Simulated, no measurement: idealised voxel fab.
The process module that follows is named voxel capacitor over wiring.
The cross-section shown here is cut; it is 140 nm wide and divided into square cells measuring 5 nm on a side.
We lay out every cross-section as a grid of square cells and spell it out in bands from the top down, where one band means one or more rows of cells. What a band's entry tells you: where the top is and where the bottom is, as heights in nm, and after that what lies inside, material by material from left to right, each with its width in nm. Empty space is written as the word "blank", and a single material marked with the word "throughout" occupies the band from edge to edge. Measure heights from 0. That's the level where, below it, the as-received wafer is all one material. The lowest band is bottomless and extends downward; write it as in "from 0 down". Per-row width for "30..40": begins at first number (top row of band), ends at second number (bottom row), increment between rows held constant. The designation "all unchanged", where it is given for a processing step, indicates that no cell of the cross-section was altered in the course of that step. Entry "Voids, sealed" = empty spaces >= 8 cells with no open way to the top; each as width x height at distance, distance from left edge, all nm. It should be noted that, on the line of a given step, the content following the step's settings is a remark produced by the simulator itself with respect to that step. On any step carrying a mask, the "overlay nm" setting, if present on the step's line, tells how far right of its planned place the mask lay; negative values point to the left.
# The following list gives the planned process steps
step 1: RECEIVE,material Si
step 2: CONFORMAL_DEP,material SiO2,thk nm 10
step 3: DIRECTIONAL_DEP,material TiN,thk nm 5
step 4: DIRECTIONAL_DEP,material Ru,thk nm 25
step 5: MASKED_ETCH,tone cover,mask id METAL_1,width nm 25,pitch nm 80,etch materials Ru,depth nm 25,overlay nm 0
step 6: MASKED_ETCH,tone cover,mask id METAL_1,width nm 25,pitch nm 80,etch materials TiN,depth nm 5,overlay nm 0
step 7: CONFORMAL_DEP,material SiN,thk nm 5
step 8: FILL_DEP,material SiO2,thk nm 5
step 9: CMP,height nm 40
step 10: CONFORMAL_DEP,material SiCN,thk nm 5
step 11: DIRECTIONAL_DEP,material lowk,thk nm 15
step 12: DIRECTIONAL_DEP,material aC,thk nm 10
step 13: PATTERN,tone open,mask id PLUG_1,material resist,width nm 15,thk nm 25,overlay nm 0
step 14: DIRECTIONAL_ETCH,etch materials aC,depth nm 10
step 15: STRIP,etch materials resist
step 16: DIRECTIONAL_ETCH,etch materials lowk,depth nm 15
step 17: DIRECTIONAL_ETCH,etch materials SiCN,depth nm 5
step 18: STRIP,etch materials aC
step 19: CONFORMAL_DEP,material TiN,thk nm 5
step 20: FILL_DEP,material Ru,thk nm 5
step 21: CMP,height nm 60
step 22: DIRECTIONAL_DEP,material TiN,thk nm 5
step 23: DIRECTIONAL_DEP,material Al2O3,thk nm 5
step 24: DIRECTIONAL_DEP,material TiN,thk nm 10
step 25: MASKED_ETCH,tone cover,mask id UPPER_PLATE,width nm 60,etch materials TiN,depth nm 10,overlay nm 0
step 26: MASKED_ETCH,tone cover,mask id UPPER_PLATE,width nm 60,etch materials Al2O3,depth nm 5,overlay nm 0
step 27: DIRECTIONAL_DEP,material aC,thk nm 10
step 28: PATTERN,tone cover,mask id LOWER_PLATE,material resist,width nm 70,thk nm 30,overlay nm 0
step 29: DIRECTIONAL_ETCH,etch materials aC,depth nm 10
step 30: STRIP,etch materials resist
step 31: DIRECTIONAL_ETCH,etch materials TiN,depth nm 5
step 32: STRIP,etch materials aC
step 33: FILL_DEP,material SiO2,thk nm 20
step 34: CMP,height nm 95
step 35: PATTERN,tone open,mask id PLUG_2,material resist,width nm 15,thk nm 15,overlay nm -15
step 36: DIRECTIONAL_ETCH,etch materials SiO2,depth nm 15
step 37: STRIP,etch materials resist
step 38: CONFORMAL_DEP,material TiN,thk nm 5
step 39: FILL_DEP,material Ru,thk nm 5
step 40: CMP,height nm 95
step 41: CONFORMAL_DEP,material SiN,thk nm 5
Wafers differ in overlay nm at step 35; plan lists the first wafer's value; identical starting state.
# first wafer as received, after step 1
from 0 down: Si throughout
Voids, sealed: none
# first wafer at the end, after step 41
from 100 to 95: SiN throughout
from 95 to 85: SiO2 20 / TiN 5 / Ru 5 / TiN 5 / SiO2 105
from 85 to 80: SiO2 20 / TiN 15 / SiO2 105
from 80 to 70: SiO2 25 / TiN 60 / SiO2 55
from 70 to 65: SiO2 25 / Al2O3 60 / SiO2 55
from 65 to 60: SiO2 20 / TiN 70 / SiO2 50
from 60 to 45: lowk 25 / TiN 5 / Ru 5 / TiN 5 / lowk 100
from 45 to 40: SiCN 25 / TiN 15 / SiCN 100
from 40 to 15: SiO2 10 / SiN 5 / Ru 25 / SiN 5 / SiO2 45 / SiN 5 / Ru 25 / SiN 5 / SiO2 15
from 15 to 10: SiN 15 / TiN 25 / SiN 55 / TiN 25 / SiN 20
from 10 to 0: SiO2 throughout
from 0 down: Si throughout
Voids, sealed: none
# Sectional view of the last wafer upon completion of the module
from 100 to 95: SiN throughout
from 95 to 85: SiO2 50 / TiN 5 / Ru 5 / TiN 5 / SiO2 75
from 85 to 80: SiO2 50 / TiN 15 / SiO2 75
from 80 to 70: SiO2 25 / TiN 60 / SiO2 55
from 70 to 65: SiO2 25 / Al2O3 60 / SiO2 55
from 65 to 60: SiO2 20 / TiN 70 / SiO2 50
from 60 to 45: lowk 25 / TiN 5 / Ru 5 / TiN 5 / lowk 100
from 45 to 40: SiCN 25 / TiN 15 / SiCN 100
from 40 to 15: SiO2 10 / SiN 5 / Ru 25 / SiN 5 / SiO2 45 / SiN 5 / Ru 25 / SiN 5 / SiO2 15
from 15 to 10: SiN 15 / TiN 25 / SiN 55 / TiN 25 / SiN 20
from 10 to 0: SiO2 throughout
from 0 down: Si throughout
Voids, sealed: none
# each wafer at the end: cells of each material gained (+) or lost (-) since it was received, then its closed voids
overlay nm -15, +12 Al2O3, +55 Ru, +25 SiCN, +66 SiN, +263 SiO2, +64 TiN, +75 lowk, Voids, sealed: none
overlay nm -10, +12 Al2O3, +55 Ru, +25 SiCN, +66 SiN, +263 SiO2, +64 TiN, +75 lowk, Voids, sealed: none
overlay nm -5, +12 Al2O3, +55 Ru, +25 SiCN, +66 SiN, +263 SiO2, +64 TiN, +75 lowk, Voids, sealed: none
overlay nm 0, +12 Al2O3, +55 Ru, +25 SiCN, +66 SiN, +263 SiO2, +64 TiN, +75 lowk, Voids, sealed: none
overlay nm 5, +12 Al2O3, +55 Ru, +25 SiCN, +66 SiN, +263 SiO2, +64 TiN, +75 lowk, Voids, sealed: none
overlay nm 10, +12 Al2O3, +55 Ru, +25 SiCN, +66 SiN, +263 SiO2, +64 TiN, +75 lowk, Voids, sealed: none
overlay nm 15, +12 Al2O3, +55 Ru, +25 SiCN, +66 SiN, +263 SiO2, +64 TiN, +75 lowk, Voids, sealed: none
